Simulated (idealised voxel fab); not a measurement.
process module | voxel self aligned contacts
cross-section cut | 205 nm wide | cells 5 nm
A cross-section is a grid of square cells, given in bands from the top down. A band is one or more rows of cells.
Each band's line starts with the height of the band's top and of its bottom, in nm. Then come its materials from left to right, each with its width in nm. One material with "throughout" fills the band from edge to edge. "air" is empty space.
Height 0 is the level under which the wafer as received is all one material. The lowest band goes on downwards, as in "0 down".
A width such as "30 to 40" changes by the same amount from each row of cells to the next, from the band's top row to its bottom row.
"no change" after a step means that no cell of the cross-section changed.
closed voids: empty space of 8 cells or more with no open way to the top, each as width x height at its distance from the left edge, in nm
after a step's settings: what the simulator itself notes on the step
overlay nm, on a step with a mask: how far to the right of its planned place the mask lay; to the left if negative
plan
1 op RECEIVE | material Si
2 op CONFORMAL_DEP | material SiO2 | thk nm 5
3 op DIRECTIONAL_DEP | material polySi | thk nm 20
4 op DIRECTIONAL_DEP | material SiN | thk nm 15
5 op MASKED_ETCH | tone cover | mask id GATE | width nm 30 | pitch nm 65 | etch materials SiN | depth nm 15 | overlay nm 0
6 op MASKED_ETCH | tone cover | mask id GATE | width nm 30 | pitch nm 65 | etch materials polySi | depth nm 20 | overlay nm 0
7 op CONFORMAL_DEP | material SiN | thk nm 5
8 op DIRECTIONAL_ETCH | etch materials SiN | depth nm 5
9 op FILL_DEP | material SiO2 | thk nm 20
10 op CMP | height nm 50
11 op DIRECTIONAL_DEP | material aC | thk nm 10
12 op PATTERN | tone open | mask id CONTACT | material resist | width nm 45 | thk nm 25 | overlay nm 0
13 op DIRECTIONAL_ETCH | etch materials aC | depth nm 10
14 op STRIP | etch materials resist
15 op DIRECTIONAL_ETCH | etch materials SiO2 | depth nm 50
16 op STRIP | etch materials aC
17 op CONFORMAL_DEP | material TiN | thk nm 5
18 op FILL_DEP | material W | thk nm 10
19 op CMP | height nm 50
20 op CONFORMAL_DEP | material SiN | thk nm 5
as received, after step 1
  0 down: Si throughout
  closed voids: none
first wafer at the end, as planned
  55 to 50: SiN throughout
  50 to 40: SiO2 80 | TiN 5 to 15 | W 35 to 15 | TiN 5 to 15 | SiO2 80
  40 to 25: SiO2 50 | SiN 40 | TiN 5 | W 15 | TiN 5 | SiN 40 | SiO2 50
  25 to 5: SiO2 50 | SiN 5 | polySi 30 | SiN 5 | TiN 5 | W 15 | TiN 5 | SiN 5 | polySi 30 | SiN 5 | SiO2 50
  5 to 0: SiO2 90 | TiN 25 | SiO2 90
  0 down: Si throughout
  closed voids: none
second wafer at the end: like start, like plan, one mistake
  55 to 50: SiN throughout
  50 to 45: SiO2 50 | SiN 40 | TiN 5 | W 15 | TiN 5 | SiN 40 | SiO2 50
  45 to 40: SiO2 50 | SiN 40 | TiN 25 | SiN 40 | SiO2 50
  40 to 25: SiN throughout
  25 to 5: polySi throughout
  5 to 0: SiO2 throughout
  0 down: Si throughout
  closed voids: none
what went wrong: step 4 was run twice
at the end the second wafer has, in cells: 91 more of SiN | 159 fewer of SiO2 | 20 fewer of TiN | 28 fewer of W | 116 more of polySi
